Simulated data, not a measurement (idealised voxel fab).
Documented hereafter: the process module known as voxel capacitor over wiring.
Square cell edge 5 nm, section width 300 nm, ID cut.
Throughout this document, each cross-section is represented as a grid of square cells and is presented as a sequence of bands enumerated from the top downward, where a band comprises one or more rows of cells. What a band's entry tells you: where the top is and where the bottom is, as heights in nm, and after that what lies inside, material by material from left to right, each with its width in nm. Empty space is written as the word "air", and a single material marked with the word "full width" occupies the band from edge to edge. The level at which height equals 0 is the one under which the wafer, as it arrives, is entirely one material. No lower edge exists for the bottom band, which continues downward and is notated as in "z 0 and below". So if you see something like "30->40" for the width, read it as the top row of the band sitting at the first number and the bottom row at the second, with every row in between moving by the same amount as the last. A step reported as "everything unchanged" is a step in which no cell of the cross-section changed. Enclosed voids (no open way to top), threshold 8 cells or more, entry "Listed closed voids", notation width x height at distance, distance from left edge, nm. If you see something after the settings on a step's line, that's the simulator's own remark about that step. overlay nm: right-of-plan distance of the mask on a masked step; negative values mean left-of-plan.

### Steps planned for the process
step 1: RECEIVE with material Si
step 2: CONFORMAL_DEP with material SiO2, thk nm 10
step 3: CONFORMAL_DEP with material SiN, thk nm 5
step 4: DIRECTIONAL_DEP with material SiO2, thk nm 25
step 5: DIRECTIONAL_DEP with material aC, thk nm 10
step 6: PATTERN with tone open, mask id METAL_1, material resist, width nm 30, pitch nm 85, thk nm 30, overlay nm 0
step 7: DIRECTIONAL_ETCH with etch materials aC, depth nm 10
step 8: STRIP with etch materials resist
step 9: DIRECTIONAL_ETCH with etch materials SiO2, depth nm 25
step 10: DIRECTIONAL_ETCH with etch materials SiN, depth nm 5
step 11: STRIP with etch materials aC
step 12: CONFORMAL_DEP with material TiN, thk nm 5
step 13: FILL_DEP with material Cu, thk nm 10
step 14: CMP with height nm 40
step 15: CONFORMAL_DEP with material SiCN, thk nm 5
step 16: DIRECTIONAL_DEP with material lowk, thk nm 20
step 17: MASKED_ETCH with tone open, mask id PLUG_1, width nm 15, etch materials lowk, depth nm 20, overlay nm 0
step 18: MASKED_ETCH with tone open, mask id PLUG_1, width nm 15, etch materials SiCN, depth nm 5, overlay nm 0
step 19: EPI with material Ru, thk nm 10
step 20: EPI with material Ru, thk nm 10
step 21: EPI with material Ru, thk nm 5
step 22: DIRECTIONAL_DEP with material TiN, thk nm 10
step 23: DIRECTIONAL_DEP with material SiN, thk nm 5
step 24: DIRECTIONAL_DEP with material TiN, thk nm 5
step 25: MASKED_ETCH with tone cover, mask id UPPER_PLATE, width nm 60, etch materials TiN, depth nm 5, overlay nm 0
step 26: MASKED_ETCH with tone cover, mask id UPPER_PLATE, width nm 60, etch materials SiN, depth nm 5, overlay nm 0
step 27: PATTERN with tone cover, mask id LOWER_PLATE, material resist, width nm 70, thk nm 15, overlay nm 0
step 28: DIRECTIONAL_ETCH with etch materials TiN, depth nm 10
step 29: STRIP with etch materials resist
step 30: FILL_DEP with material SiO2, thk nm 15
step 31: CMP with height nm 95
step 32: MASKED_ETCH with tone open, mask id PLUG_2, width nm 15, etch materials SiO2, depth nm 10, overlay nm 0
step 33: CONFORMAL_DEP with material TiN, thk nm 5
step 34: FILL_DEP with material W, thk nm 5
step 35: CMP with height nm 95
step 36: CONFORMAL_DEP with material SiCN, thk nm 5
Wafer-to-wafer difference: thk nm, step 33. Common start. Plan = first wafer's value.

### The first of several wafers, as received after step 1, seen in section
- z 0 and below  Si full width
- Listed closed voids: none

### Below is a per-wafer table. In it, each row describes the wafer at the end of the module by giving, for each material, the number of cells gained (+) or lost (-) since the wafer was received, and after that the closed voids of the wafer
thk nm 5, +40 Cu, +15 Ru, +117 SiCN, +60 SiN, +662 SiO2, +77 TiN, +1 W, +228 lowk, Listed closed voids: none
thk nm 10, +40 Cu, +15 Ru, +117 SiCN, +60 SiN, +662 SiO2, +78 TiN, +228 lowk, Listed closed voids: none
thk nm 15, +40 Cu, +15 Ru, +117 SiCN, +60 SiN, +662 SiO2, +78 TiN, +228 lowk, Listed closed voids: none
thk nm 20, +40 Cu, +15 Ru, +117 SiCN, +60 SiN, +662 SiO2, +78 TiN, +228 lowk, Listed closed voids: none
